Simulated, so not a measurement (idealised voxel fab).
The following process module bears the name voxel capacitor over wiring.
This is section cut - it's 265 nm across, gridded in 5 nm square cells.
Think of the cross-section as a grid of square cells. We describe it in bands, top to bottom, and each band covers one or more rows of those cells. Heads up on the band format: heights come first, top then bottom, in nm. After that it's the materials left to right, each with its width in nm. A single material flagged "full width" fills the whole band edge to edge, and "empty" means there's empty space there. Beneath 0, the wafer as received is one material, and that level is where height counting begins. The lowest band goes on downward without a bottom; it is written like "0 down". With a width like "30->40", each row of cells in the band differs from the next by the same amount, the top row carrying the first number and the bottom row the second. Take "remained the same" at face value: in the step it is given for, the cross-section changed in none of its cells. Under "Cavities, closed" you'll find the enclosed gaps, the ones with no way out to the top, that are 8 cells or bigger; each reads width x height at distance, with distance counted from the left edge, everything in nm. On a step's line, text after the settings is the simulator commenting on that step. The optional step-line setting "overlay nm" applies to steps with a mask and quantifies how far to the right of its planned location the mask lay, a negative value indicating leftward placement.
List of planned process steps
1) RECEIVE | material Si
2) CONFORMAL_DEP | material SiO2 | thk nm 15
3) DIRECTIONAL_DEP | material TiN | thk nm 5
4) DIRECTIONAL_DEP | material W | thk nm 15
5) PATTERN | tone cover | mask id METAL_1 | material resist | width nm 25 | pitch nm 80 | thk nm 15 | overlay nm 0
6) DIRECTIONAL_ETCH | etch materials W | depth nm 15
7) DIRECTIONAL_ETCH | etch materials TiN | depth nm 5
8) STRIP | etch materials resist
9) CONFORMAL_DEP | material SiCN | thk nm 5
10) FILL_DEP | material lowk | thk nm 5
11) CMP | height nm 35
12) CONFORMAL_DEP | material SiCN | thk nm 5
13) DIRECTIONAL_DEP | material lowk | thk nm 20
14) PATTERN | tone open | mask id PLUG_1 | material resist | width nm 15 | thk nm 15 | overlay nm 0
15) DIRECTIONAL_ETCH | etch materials lowk | depth nm 20
16) DIRECTIONAL_ETCH | etch materials SiCN | depth nm 5
17) STRIP | etch materials resist
18) CONFORMAL_DEP | material TiN | thk nm 5
19) FILL_DEP | material W | thk nm 5
20) CMP | height nm 60
21) DIRECTIONAL_DEP | material TiN | thk nm 5
22) DIRECTIONAL_DEP | material HfO2 | thk nm 5
23) DIRECTIONAL_DEP | material TiN | thk nm 5
24) PATTERN | tone cover | mask id UPPER_PLATE | material resist | width nm 60 | thk nm 15 | overlay nm 0
25) DIRECTIONAL_ETCH | etch materials TiN | depth nm 5
26) DIRECTIONAL_ETCH | etch materials HfO2 | depth nm 5
27) STRIP | etch materials resist
28) PATTERN | tone cover | mask id LOWER_PLATE | material resist | width nm 70 | thk nm 15 | overlay nm 0
29) DIRECTIONAL_ETCH | etch materials TiN | depth nm 5
30) STRIP | etch materials resist
31) FILL_DEP | material SiO2 | thk nm 15
32) CMP | height nm 85
33) DIRECTIONAL_DEP | material aC | thk nm 10
34) PATTERN | tone open | mask id PLUG_2 | material resist | width nm 15 | thk nm 30 | overlay nm 0
35) DIRECTIONAL_ETCH | etch materials aC | depth nm 10
36) STRIP | etch materials resist
37) DIRECTIONAL_ETCH | etch materials SiO2 | depth nm 10
38) STRIP | etch materials aC
39) CONFORMAL_DEP | material TiN | thk nm 5
40) FILL_DEP | material Ru | thk nm 10
41) CMP | height nm 85
42) CONFORMAL_DEP | material SiCN | thk nm 5
Concerning the first of two wafers, which was run in accordance with the plan
As-received wafer cross-section (after step 1)
	0 down: Si full width
	Cavities, closed: none
Sectional view: wafer, after step 2
	15 to 0: SiO2 full width
	Everything under 0 stays put, no change at all.
Sectional view: wafer, after step 3
	20 to 15: TiN full width
	Everything under 15 stays put, no change at all.
Sectional view: wafer, after step 4
	35 to 20: W full width
	Everything under 20 stays put, no change at all.
Sectional view: wafer, after step 5
	50 to 35: empty 80 nm; resist 25 nm; empty 55 nm; resist 25 nm; empty 80 nm
	Everything under 35 stays put, no change at all.
Sectional view: wafer, after step 6
	50 to 35: empty 80 nm; resist 25 nm; empty 55 nm; resist 25 nm; empty 80 nm
	35 to 20: empty 80 nm; W 25 nm; empty 55 nm; W 25 nm; empty 80 nm
	Everything under 20 stays put, no change at all.
Sectional view: wafer, after step 7
	50 to 35: empty 80 nm; resist 25 nm; empty 55 nm; resist 25 nm; empty 80 nm
	35 to 20: empty 80 nm; W 25 nm; empty 55 nm; W 25 nm; empty 80 nm
	20 to 15: empty 80 nm; TiN 25 nm; empty 55 nm; TiN 25 nm; empty 80 nm
	Everything under 15 stays put, no change at all.
Sectional view: wafer, after step 8
	35 to 20: empty 80 nm; W 25 nm; empty 55 nm; W 25 nm; empty 80 nm
	Everything under 20 stays put, no change at all.
Sectional view: wafer, after step 9
	40 to 35: empty 75 nm; SiCN 35 nm; empty 45 nm; SiCN 35 nm; empty 75 nm
	35 to 20: empty 75 nm; SiCN 5 nm; W 25 nm; SiCN 5 nm; empty 45 nm; SiCN 5 nm; W 25 nm; SiCN 5 nm; empty 75 nm
	20 to 15: SiCN 80 nm; TiN 25 nm; SiCN 55 nm; TiN 25 nm; SiCN 80 nm
	Everything under 15 stays put, no change at all.
Sectional view: wafer, after step 10
	45 to 40: lowk full width
	40 to 35: lowk 75 nm; SiCN 35 nm; lowk 45 nm; SiCN 35 nm; lowk 75 nm
	35 to 20: lowk 75 nm; SiCN 5 nm; W 25 nm; SiCN 5 nm; lowk 45 nm; SiCN 5 nm; W 25 nm; SiCN 5 nm; lowk 75 nm
	Everything under 20 stays put, no change at all.
Sectional view: wafer, after step 11
	35 to 20: lowk 75 nm; SiCN 5 nm; W 25 nm; SiCN 5 nm; lowk 45 nm; SiCN 5 nm; W 25 nm; SiCN 5 nm; lowk 75 nm
	Everything under 20 stays put, no change at all.
Sectional view: wafer, after step 12
	40 to 35: SiCN full width
	Everything under 35 stays put, no change at all.
Sectional view: wafer, after step 13
	60 to 40: lowk full width
	Everything under 40 stays put, no change at all.
Sectional view: wafer, after step 14
	75 to 60: resist 90 nm; empty 15 nm; resist 160 nm
	Everything under 60 stays put, no change at all.
Sectional view: wafer, after step 15
	75 to 60: resist 90 nm; empty 15 nm; resist 160 nm
	60 to 40: lowk 90 nm; empty 15 nm; lowk 160 nm
	Everything under 40 stays put, no change at all.
Sectional view: wafer, after step 16
	75 to 60: resist 90 nm; empty 15 nm; resist 160 nm
	60 to 40: lowk 90 nm; empty 15 nm; lowk 160 nm
	40 to 35: SiCN 90 nm; empty 15 nm; SiCN 160 nm
	Everything under 35 stays put, no change at all.
Sectional view: wafer, after step 17
	60 to 40: lowk 90 nm; empty 15 nm; lowk 160 nm
	Everything under 40 stays put, no change at all.
Sectional view: wafer, after step 18
	65 to 60: TiN 95 nm; empty 5 nm; TiN 165 nm
	60 to 40: lowk 90 nm; TiN 5 nm; empty 5 nm; TiN 5 nm; lowk 160 nm
	40 to 35: SiCN 90 nm; TiN 15 nm; SiCN 160 nm
	Everything under 35 stays put, no change at all.
Sectional view: wafer, after step 19
	70 to 65: W full width
	65 to 60: TiN 95 nm; W 5 nm; TiN 165 nm
	60 to 40: lowk 90 nm; TiN 5 nm; W 5 nm; TiN 5 nm; lowk 160 nm
	Everything under 40 stays put, no change at all.
Sectional view: wafer, after step 20
	60 to 40: lowk 90 nm; TiN 5 nm; W 5 nm; TiN 5 nm; lowk 160 nm
	Everything under 40 stays put, no change at all.
Sectional view: wafer, after step 21
	65 to 60: TiN full width
	Everything under 60 stays put, no change at all.
Sectional view: wafer, after step 22
	70 to 65: HfO2 full width
	Everything under 65 stays put, no change at all.
Sectional view: wafer, after step 23
	75 to 70: TiN full width
	Everything under 70 stays put, no change at all.
Sectional view: wafer, after step 24
	90 to 75: empty 90 nm; resist 60 nm; empty 115 nm
	Everything under 75 stays put, no change at all.
Sectional view: wafer, after step 25
	90 to 75: empty 90 nm; resist 60 nm; empty 115 nm
	75 to 70: empty 90 nm; TiN 60 nm; empty 115 nm
	Everything under 70 stays put, no change at all.
Sectional view: wafer, after step 26
	90 to 75: empty 90 nm; resist 60 nm; empty 115 nm
	75 to 70: empty 90 nm; TiN 60 nm; empty 115 nm
	70 to 65: empty 90 nm; HfO2 60 nm; empty 115 nm
	Everything under 65 stays put, no change at all.
Sectional view: wafer, after step 27
	75 to 70: empty 90 nm; TiN 60 nm; empty 115 nm
	Everything under 70 stays put, no change at all.
Sectional view: wafer, after step 28
	90 to 75: empty 85 nm; resist 70 nm; empty 110 nm
	75 to 70: empty 85 nm; resist 5 nm; TiN 60 nm; resist 5 nm; empty 110 nm
	70 to 65: empty 85 nm; resist 5 nm; HfO2 60 nm; resist 5 nm; empty 110 nm
	Everything under 65 stays put, no change at all.
Sectional view: wafer, after step 29
	90 to 75: empty 85 nm; resist 70 nm; empty 110 nm
	75 to 70: empty 85 nm; resist 5 nm; TiN 60 nm; resist 5 nm; empty 110 nm
	70 to 65: empty 85 nm; resist 5 nm; HfO2 60 nm; resist 5 nm; empty 110 nm
	65 to 60: empty 85 nm; TiN 70 nm; empty 110 nm
	Everything under 60 stays put, no change at all.
Sectional view: wafer, after step 30
	75 to 70: empty 90 nm; TiN 60 nm; empty 115 nm
	70 to 65: empty 90 nm; HfO2 60 nm; empty 115 nm
	Everything under 65 stays put, no change at all.
Sectional view: wafer, after step 31
	90 to 75: SiO2 full width
	75 to 70: SiO2 90 nm; TiN 60 nm; SiO2 115 nm
	70 to 65: SiO2 90 nm; HfO2 60 nm; SiO2 115 nm
	65 to 60: SiO2 85 nm; TiN 70 nm; SiO2 110 nm
	Everything under 60 stays put, no change at all.
Sectional view: wafer, after step 32
	85 to 75: SiO2 full width
	Everything under 75 stays put, no change at all.
Sectional view: wafer, after step 33
	95 to 85: aC full width
	Everything under 85 stays put, no change at all.
Sectional view: wafer, after step 34
	125 to 95: resist 100 nm; empty 15 nm; resist 150 nm
	Everything under 95 stays put, no change at all.
Sectional view: wafer, after step 35
	115 to 95: resist 100 nm; empty 15 nm; resist 150 nm
	95 to 85: aC 100 nm; empty 15 nm; aC 150 nm
	Everything under 85 stays put, no change at all.
Sectional view: wafer, after step 36
	95 to 85: aC 100 nm; empty 15 nm; aC 150 nm
	Everything under 85 stays put, no change at all.
Sectional view: wafer, after step 37
	95 to 85: aC 100 nm; empty 15 nm; aC 150 nm
	85 to 75: SiO2 100 nm; empty 15 nm; SiO2 150 nm
	Everything under 75 stays put, no change at all.
Sectional view: wafer, after step 38
	85 to 75: SiO2 100 nm; empty 15 nm; SiO2 150 nm
	Everything under 75 stays put, no change at all.
Sectional view: wafer, after step 39
	90 to 85: TiN 105 nm; empty 5 nm; TiN 155 nm
	85 to 80: SiO2 100 nm; TiN 5 nm; empty 5 nm; TiN 5 nm; SiO2 150 nm
	80 to 70: SiO2 100->90 nm; TiN 15->60 nm; SiO2 150->115 nm
	Everything under 70 stays put, no change at all.
Sectional view: wafer, after step 40
	100 to 90: Ru full width
	90 to 85: TiN 105 nm; Ru 5 nm; TiN 155 nm
	85 to 80: SiO2 100 nm; TiN 5 nm; Ru 5 nm; TiN 5 nm; SiO2 150 nm
	Everything under 80 stays put, no change at all.
Sectional view: wafer, after step 41
	85 to 80: SiO2 100 nm; TiN 5 nm; Ru 5 nm; TiN 5 nm; SiO2 150 nm
	Everything under 80 stays put, no change at all.
Sectional view: wafer, after step 42
	90 to 85: SiCN full width
	Everything under 85 stays put, no change at all.
Wafer two of two - same starting point, same process plan, one mistake in execution; matches wafer one up to and including step 1
The second wafer cut through, at the time step 2 was supposed to be finished
	30 to 0: SiO2 full width
	Everything under 0 stays put, no change at all.
The second wafer cut through, at the time step 3 was supposed to be finished
	35 to 30: TiN full width
	Everything under 30 stays put, no change at all.
The second wafer cut through, at the time step 4 was supposed to be finished
	50 to 35: W full width
	Everything under 35 stays put, no change at all.
The second wafer cut through, at the time step 5 was supposed to be finished
	65 to 50: empty 80 nm; resist 25 nm; empty 55 nm; resist 25 nm; empty 80 nm
	Everything under 50 stays put, no change at all.
The second wafer cut through, at the time step 6 was supposed to be finished
	65 to 50: empty 80 nm; resist 25 nm; empty 55 nm; resist 25 nm; empty 80 nm
	50 to 35: empty 80 nm; W 25 nm; empty 55 nm; W 25 nm; empty 80 nm
	Everything under 35 stays put, no change at all.
The second wafer cut through, at the time step 7 was supposed to be finished
	65 to 50: empty 80 nm; resist 25 nm; empty 55 nm; resist 25 nm; empty 80 nm
	50 to 35: empty 80 nm; W 25 nm; empty 55 nm; W 25 nm; empty 80 nm
	35 to 30: empty 80 nm; TiN 25 nm; empty 55 nm; TiN 25 nm; empty 80 nm
	Everything under 30 stays put, no change at all.
The second wafer cut through, at the time step 8 was supposed to be finished
	50 to 35: empty 80 nm; W 25 nm; empty 55 nm; W 25 nm; empty 80 nm
	Everything under 35 stays put, no change at all.
The second wafer cut through, at the time step 9 was supposed to be finished
	55 to 50: empty 75 nm; SiCN 35 nm; empty 45 nm; SiCN 35 nm; empty 75 nm
	50 to 35: empty 75 nm; SiCN 5 nm; W 25 nm; SiCN 5 nm; empty 45 nm; SiCN 5 nm; W 25 nm; SiCN 5 nm; empty 75 nm
	35 to 30: SiCN 80 nm; TiN 25 nm; SiCN 55 nm; TiN 25 nm; SiCN 80 nm
	Everything under 30 stays put, no change at all.
The second wafer cut through, at the time step 10 was supposed to be finished
	60 to 55: lowk full width
	55 to 50: lowk 75 nm; SiCN 35 nm; lowk 45 nm; SiCN 35 nm; lowk 75 nm
	50 to 35: lowk 75 nm; SiCN 5 nm; W 25 nm; SiCN 5 nm; lowk 45 nm; SiCN 5 nm; W 25 nm; SiCN 5 nm; lowk 75 nm
	Everything under 35 stays put, no change at all.
The second wafer cut through, at the time step 11 was supposed to be finished
	35 to 30: SiCN 80 nm; TiN 25 nm; SiCN 55 nm; TiN 25 nm; SiCN 80 nm
	Everything under 30 stays put, no change at all.
The second wafer cut through, at the time step 12 was supposed to be finished
	40 to 35: SiCN full width
	Everything under 35 stays put, no change at all.
The second wafer cut through, at the time step 13 was supposed to be finished
	60 to 40: lowk full width
	Everything under 40 stays put, no change at all.
The second wafer cut through, at the time step 14 was supposed to be finished
	75 to 60: resist 90 nm; empty 15 nm; resist 160 nm
	Everything under 60 stays put, no change at all.
The second wafer cut through, at the time step 15 was supposed to be finished
	75 to 60: resist 90 nm; empty 15 nm; resist 160 nm
	60 to 40: lowk 90 nm; empty 15 nm; lowk 160 nm
	Everything under 40 stays put, no change at all.
The second wafer cut through, at the time step 16 was supposed to be finished
	75 to 60: resist 90 nm; empty 15 nm; resist 160 nm
	60 to 40: lowk 90 nm; empty 15 nm; lowk 160 nm
	40 to 35: SiCN 90 nm; empty 15 nm; SiCN 160 nm
	Everything under 35 stays put, no change at all.
The second wafer cut through, at the time step 17 was supposed to be finished
	60 to 40: lowk 90 nm; empty 15 nm; lowk 160 nm
	Everything under 40 stays put, no change at all.
The second wafer cut through, at the time step 18 was supposed to be finished
	65 to 60: TiN 95 nm; empty 5 nm; TiN 165 nm
	60 to 40: lowk 90 nm; TiN 5 nm; empty 5 nm; TiN 5 nm; lowk 160 nm
	40 to 35: SiCN 90 nm; TiN 15 nm; SiCN 160 nm
	Everything under 35 stays put, no change at all.
The second wafer cut through, at the time step 19 was supposed to be finished
	70 to 65: W full width
	65 to 60: TiN 95 nm; W 5 nm; TiN 165 nm
	60 to 40: lowk 90 nm; TiN 5 nm; W 5 nm; TiN 5 nm; lowk 160 nm
	Everything under 40 stays put, no change at all.
The second wafer cut through, at the time step 20 was supposed to be finished
	60 to 40: lowk 90 nm; TiN 5 nm; W 5 nm; TiN 5 nm; lowk 160 nm
	Everything under 40 stays put, no change at all.
The second wafer cut through, at the time step 21 was supposed to be finished
	65 to 60: TiN full width
	Everything under 60 stays put, no change at all.
The second wafer cut through, at the time step 22 was supposed to be finished
	70 to 65: HfO2 full width
	Everything under 65 stays put, no change at all.
The second wafer cut through, at the time step 23 was supposed to be finished
	75 to 70: TiN full width
	Everything under 70 stays put, no change at all.
The second wafer cut through, at the time step 24 was supposed to be finished
	90 to 75: empty 90 nm; resist 60 nm; empty 115 nm
	Everything under 75 stays put, no change at all.
The second wafer cut through, at the time step 25 was supposed to be finished
	90 to 75: empty 90 nm; resist 60 nm; empty 115 nm
	75 to 70: empty 90 nm; TiN 60 nm; empty 115 nm
	Everything under 70 stays put, no change at all.
The second wafer cut through, at the time step 26 was supposed to be finished
	90 to 75: empty 90 nm; resist 60 nm; empty 115 nm
	75 to 70: empty 90 nm; TiN 60 nm; empty 115 nm
	70 to 65: empty 90 nm; HfO2 60 nm; empty 115 nm
	Everything under 65 stays put, no change at all.
The second wafer cut through, at the time step 27 was supposed to be finished
	75 to 70: empty 90 nm; TiN 60 nm; empty 115 nm
	Everything under 70 stays put, no change at all.
The second wafer cut through, at the time step 28 was supposed to be finished
	90 to 75: empty 85 nm; resist 70 nm; empty 110 nm
	75 to 70: empty 85 nm; resist 5 nm; TiN 60 nm; resist 5 nm; empty 110 nm
	70 to 65: empty 85 nm; resist 5 nm; HfO2 60 nm; resist 5 nm; empty 110 nm
	Everything under 65 stays put, no change at all.
The second wafer cut through, at the time step 29 was supposed to be finished
	90 to 75: empty 85 nm; resist 70 nm; empty 110 nm
	75 to 70: empty 85 nm; resist 5 nm; TiN 60 nm; resist 5 nm; empty 110 nm
	70 to 65: empty 85 nm; resist 5 nm; HfO2 60 nm; resist 5 nm; empty 110 nm
	65 to 60: empty 85 nm; TiN 70 nm; empty 110 nm
	Everything under 60 stays put, no change at all.
The second wafer cut through, at the time step 30 was supposed to be finished
	75 to 70: empty 90 nm; TiN 60 nm; empty 115 nm
	70 to 65: empty 90 nm; HfO2 60 nm; empty 115 nm
	Everything under 65 stays put, no change at all.
The second wafer cut through, at the time step 31 was supposed to be finished
	90 to 75: SiO2 full width
	75 to 70: SiO2 90 nm; TiN 60 nm; SiO2 115 nm
	70 to 65: SiO2 90 nm; HfO2 60 nm; SiO2 115 nm
	65 to 60: SiO2 85 nm; TiN 70 nm; SiO2 110 nm
	Everything under 60 stays put, no change at all.
The second wafer cut through, at the time step 32 was supposed to be finished
	85 to 75: SiO2 full width
	Everything under 75 stays put, no change at all.
The second wafer cut through, at the time step 33 was supposed to be finished
	95 to 85: aC full width
	Everything under 85 stays put, no change at all.
The second wafer cut through, at the time step 34 was supposed to be finished
	125 to 95: resist 100 nm; empty 15 nm; resist 150 nm
	Everything under 95 stays put, no change at all.
The second wafer cut through, at the time step 35 was supposed to be finished
	115 to 95: resist 100 nm; empty 15 nm; resist 150 nm
	95 to 85: aC 100 nm; empty 15 nm; aC 150 nm
	Everything under 85 stays put, no change at all.
The second wafer cut through, at the time step 36 was supposed to be finished
	95 to 85: aC 100 nm; empty 15 nm; aC 150 nm
	Everything under 85 stays put, no change at all.
The second wafer cut through, at the time step 37 was supposed to be finished
	95 to 85: aC 100 nm; empty 15 nm; aC 150 nm
	85 to 75: SiO2 100 nm; empty 15 nm; SiO2 150 nm
	Everything under 75 stays put, no change at all.
The second wafer cut through, at the time step 38 was supposed to be finished
	85 to 75: SiO2 100 nm; empty 15 nm; SiO2 150 nm
	Everything under 75 stays put, no change at all.
The second wafer cut through, at the time step 39 was supposed to be finished
	90 to 85: TiN 105 nm; empty 5 nm; TiN 155 nm
	85 to 80: SiO2 100 nm; TiN 5 nm; empty 5 nm; TiN 5 nm; SiO2 150 nm
	80 to 70: SiO2 100->90 nm; TiN 15->60 nm; SiO2 150->115 nm
	Everything under 70 stays put, no change at all.
The second wafer cut through, at the time step 40 was supposed to be finished
	100 to 90: Ru full width
	90 to 85: TiN 105 nm; Ru 5 nm; TiN 155 nm
	85 to 80: SiO2 100 nm; TiN 5 nm; Ru 5 nm; TiN 5 nm; SiO2 150 nm
	Everything under 80 stays put, no change at all.
The second wafer cut through, at the time step 41 was supposed to be finished
	85 to 80: SiO2 100 nm; TiN 5 nm; Ru 5 nm; TiN 5 nm; SiO2 150 nm
	Everything under 80 stays put, no change at all.
The second wafer cut through, at the time step 42 was supposed to be finished
	90 to 85: SiCN full width
	Everything under 85 stays put, no change at all.
So what did we get wrong on this run? plan step 2 ran twice
The second wafer ends with more or fewer cells of some materials than the first, per final count: SiCN: 12 fewer; SiO2: 159 more; W: 30 fewer; lowk: 117 fewer
